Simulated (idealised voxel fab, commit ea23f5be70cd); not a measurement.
The name of this process module is voxel self aligned vias.
Section cut is 245 nm wide and gridded with 5 nm square cells.
If you're reading a cross-section in this doc, picture square cells in a grid; it comes to you as bands, top ones listed first down to the bottom, and a band can be one or more rows of cells. Heights first: top, then bottom, in nm. Then materials, left to right, each with a width in nm. "everywhere" on a single material: fills the band edge to edge. "blank": empty space. Height is counted from the level 0, under which the received wafer is composed throughout of one material. The lowest of the bands is not closed at the bottom but continues downward, in the notation "0..down". The width entry "30..40" should be interpreted row by row: the top row of cells in the band takes the first number, the bottom row takes the second number, and the change between adjacent rows is uniform throughout. When a step is marked "same as before", none of the cells in the cross-section changed during that step. Voids not open to the top, 8 cells minimum: see "Sealed void list". Written width x height at distance; distance is from the left edge; nm. Past the settings on a step's line: simulator remark, on that step. overlay nm: for a step with a mask, the amount by which the mask lay right of where it was planned; a negative amount means left of it.
[Steps in the process plan]
step 1: RECEIVE [material Si]
step 2: CONFORMAL_DEP [material SiO2] [thk nm 15]
step 3: CONFORMAL_DEP [material SiCN] [thk nm 5]
step 4: DIRECTIONAL_DEP [material SiO2] [thk nm 25]
step 5: MASKED_ETCH [tone open] [mask id LINES] [width nm 30] [pitch nm 65] [etch materials SiO2] [depth nm 25] [overlay nm 0]
step 6: CONFORMAL_DEP [material TiN] [thk nm 5]
step 7: FILL_DEP [material W] [thk nm 10]
step 8: CMP [height nm 45]
step 9: SELECTIVE_ETCH [etch materials W Ru TiN] [depth nm 5]
step 10: FILL_DEP [material SiN] [thk nm 5]
step 11: CMP [height nm 45]
step 12: DIRECTIONAL_DEP [material SiO2] [thk nm 15]
step 13: MASKED_ETCH [tone open] [mask id VIAS] [width nm 50] [pitch nm 65] [etch materials SiO2] [depth nm 15] [overlay nm -15]
step 14: MASKED_ETCH [tone open] [mask id VIAS] [width nm 50] [pitch nm 65] [etch materials SiN] [depth nm 5] [overlay nm 0]
step 15: CONFORMAL_DEP [material TiN] [thk nm 5]
step 16: FILL_DEP [material W] [thk nm 5]
step 17: CMP [height nm 60]
step 18: CONFORMAL_DEP [material SiCN] [thk nm 5]
The plan shows the overlay nm of step 13 as the first wafer had it; this setting differs between the wafers, which start out alike.
[This is how the first of several wafers looked in cross-section when it arrived, which is after step 1]
> 0..down: Si everywhere
> Sealed void list: none
[End-of-module cross-section, first of several wafers, after last step 18]
> 65..60: SiCN everywhere
> 60..50: 15 of SiO2; 5 of TiN; 40 of W; 5 of TiN; 15 of SiO2; 5 of TiN; 40 of W; 5 of TiN; 15 of SiO2; 5 of TiN; 40 of W; 5 of TiN; 50 of SiO2
> 50..45: 15 of SiO2; 30 of TiN; 15 of W; 5 of TiN; 15 of SiO2; 30 of TiN; 15 of W; 5 of TiN; 15 of SiO2; 30 of TiN; 15 of W; 5 of TiN; 50 of SiO2
> 45..40: 40 of SiO2; 25 of TiN; 5 of SiN; 35 of SiO2; 25 of TiN; 5 of SiN; 35 of SiO2; 25 of TiN; 5 of SiN; 45 of SiO2
> 40..25: 40 of SiO2; 5 of TiN; 20 of W; 5 of TiN; 35 of SiO2; 5 of TiN; 20 of W; 5 of TiN; 35 of SiO2; 5 of TiN; 20 of W; 5 of TiN; 45 of SiO2
> 25..20: 40 of SiO2; 30 of TiN; 35 of SiO2; 30 of TiN; 35 of SiO2; 30 of TiN; 45 of SiO2
> 20..15: SiCN everywhere
> 15..0: SiO2 everywhere
> 0..down: Si everywhere
> Sealed void list: none
[Cross-sectional view, end of module, last wafer of several]
> 65..60: SiCN everywhere
> 60..50: 45 of SiO2; 5 of TiN; 40 of W; 5 of TiN; 15 of SiO2; 5 of TiN; 40 of W; 5 of TiN; 15 of SiO2; 5 of TiN; 40 of W; 5 of TiN; 20 of SiO2
> 50..45: 45 of SiO2; 5 of TiN; 15 of W; 30 of TiN; 15 of SiO2; 5 of TiN; 15 of W; 30 of TiN; 15 of SiO2; 5 of TiN; 15 of W; 30 of TiN; 20 of SiO2
> 45..40: 40 of SiO2; 5 of SiN; 25 of TiN; 35 of SiO2; 5 of SiN; 25 of TiN; 35 of SiO2; 5 of SiN; 25 of TiN; 45 of SiO2
> 40..25: 40 of SiO2; 5 of TiN; 20 of W; 5 of TiN; 35 of SiO2; 5 of TiN; 20 of W; 5 of TiN; 35 of SiO2; 5 of TiN; 20 of W; 5 of TiN; 45 of SiO2
> 25..20: 40 of SiO2; 30 of TiN; 35 of SiO2; 30 of TiN; 35 of SiO2; 30 of TiN; 45 of SiO2
> 20..15: SiCN everywhere
> 15..0: SiO2 everywhere
> 0..down: Si everywhere
> Sealed void list: none
[The table below has one row for each wafer; a row shows, as of the end of the module, how many cells of each material the wafer has gained, marked (+), or lost, marked (-), since it was received, and then the wafer's closed voids]
overlay nm -15; +98 SiCN; +3 SiN; +359 SiO2; +84 TiN; +93 W; Sealed void list: none
overlay nm -10; +98 SiCN; +359 SiO2; +84 TiN; +96 W; Sealed void list: none
overlay nm -5; +98 SiCN; +359 SiO2; +84 TiN; +96 W; Sealed void list: none
overlay nm 0; +98 SiCN; +359 SiO2; +84 TiN; +96 W; Sealed void list: none
overlay nm 5; +98 SiCN; +359 SiO2; +84 TiN; +96 W; Sealed void list: none
overlay nm 10; +98 SiCN; +359 SiO2; +84 TiN; +96 W; Sealed void list: none
overlay nm 15; +98 SiCN; +3 SiN; +359 SiO2; +84 TiN; +93 W; Sealed void list: none
